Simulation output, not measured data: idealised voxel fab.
process module | voxel self aligned vias
cross-section cut | 255 nm wide | cells 5 nm
A cross-section is a grid of square cells, given in bands from the top down. A band is one or more rows of cells.
Each band's line starts with the height of the band's top and of its bottom, in nm. Then come its materials from left to right, each with its width in nm. One material with "throughout" fills the band from edge to edge. "air" is empty space.
Height 0 is the level under which the wafer as received is all one material. The lowest band goes on downwards, as in "0 down".
A width such as "30 to 40" changes by the same amount from each row of cells to the next, from the band's top row to its bottom row.
"no change" after a step means that no cell of the cross-section changed.
closed voids: empty space of 8 cells or more with no open way to the top, each as width x height at its distance from the left edge, in nm
after a step's settings: what the simulator itself notes on the step
overlay nm, on a step with a mask: how far to the right of its planned place the mask lay; to the left if negative
plan
1 op RECEIVE | material Si
2 op CONFORMAL_DEP | material SiO2 | thk nm 10
3 op CONFORMAL_DEP | material SiCN | thk nm 5
4 op DIRECTIONAL_DEP | material SiO2 | thk nm 20
5 op DIRECTIONAL_DEP | material aC | thk nm 15
6 op PATTERN | tone open | mask id LINES | material resist | width nm 30 | pitch nm 55 | thk nm 35 | overlay nm 0
7 op DIRECTIONAL_ETCH | etch materials aC | depth nm 15
8 op STRIP | etch materials resist
9 op DIRECTIONAL_ETCH | etch materials SiO2 | depth nm 20
10 op STRIP | etch materials aC
11 op CONFORMAL_DEP | material TiN | thk nm 5
12 op FILL_DEP | material Ru | thk nm 5
13 op CMP | height nm 35
14 op SELECTIVE_ETCH | etch materials W Ru TiN | depth nm 5
15 op FILL_DEP | material SiN | thk nm 10
16 op CMP | height nm 35
17 op DIRECTIONAL_DEP | material SiO2 | thk nm 20
18 op PATTERN | tone open | mask id VIAS | material resist | width nm 40 | pitch nm 110 | thk nm 20 | overlay nm 0
19 op DIRECTIONAL_ETCH | etch materials SiO2 | depth nm 20
20 op DIRECTIONAL_ETCH | etch materials SiN | depth nm 5
21 op STRIP | etch materials resist
22 op CONFORMAL_DEP | material TiN | thk nm 5
23 op FILL_DEP | material W | thk nm 5
24 op CMP | height nm 55
25 op CONFORMAL_DEP | material SiCN | thk nm 5
as received, after step 1
  0 down: Si throughout
  closed voids: none
a wafer at the end: this start, this plan, one mistake
  60 to 55: SiCN throughout
  55 to 40: SiO2 50 | TiN 5 | W 30 | TiN 5 | SiO2 70 | TiN 5 | W 30 | TiN 5 | SiO2 55
  40 to 35: SiO2 50 | TiN 10 | W 20 | TiN 10 | SiO2 70 | TiN 10 | W 20 | TiN 10 | SiO2 55
  35 to 30: SiO2 55 | TiN 30 | SiO2 25 | SiN 30 | SiO2 25 | TiN 30 | SiO2 60
  30 to 20: SiO2 55 | TiN 5 | Ru 20 | TiN 5 | SiO2 25 | TiN 5 | Ru 20 | TiN 5 | SiO2 25 | TiN 5 | Ru 20 | TiN 5 | SiO2 60
  20 to 15: SiO2 55 | TiN 30 | SiO2 25 | TiN 30 | SiO2 25 | TiN 30 | SiO2 60
  15 to 10: W throughout
  10 to 0: SiO2 throughout
  0 down: Si throughout
  closed voids: none
what went wrong: step 3 ran as: op CONFORMAL_DEP | material W | thk nm 5
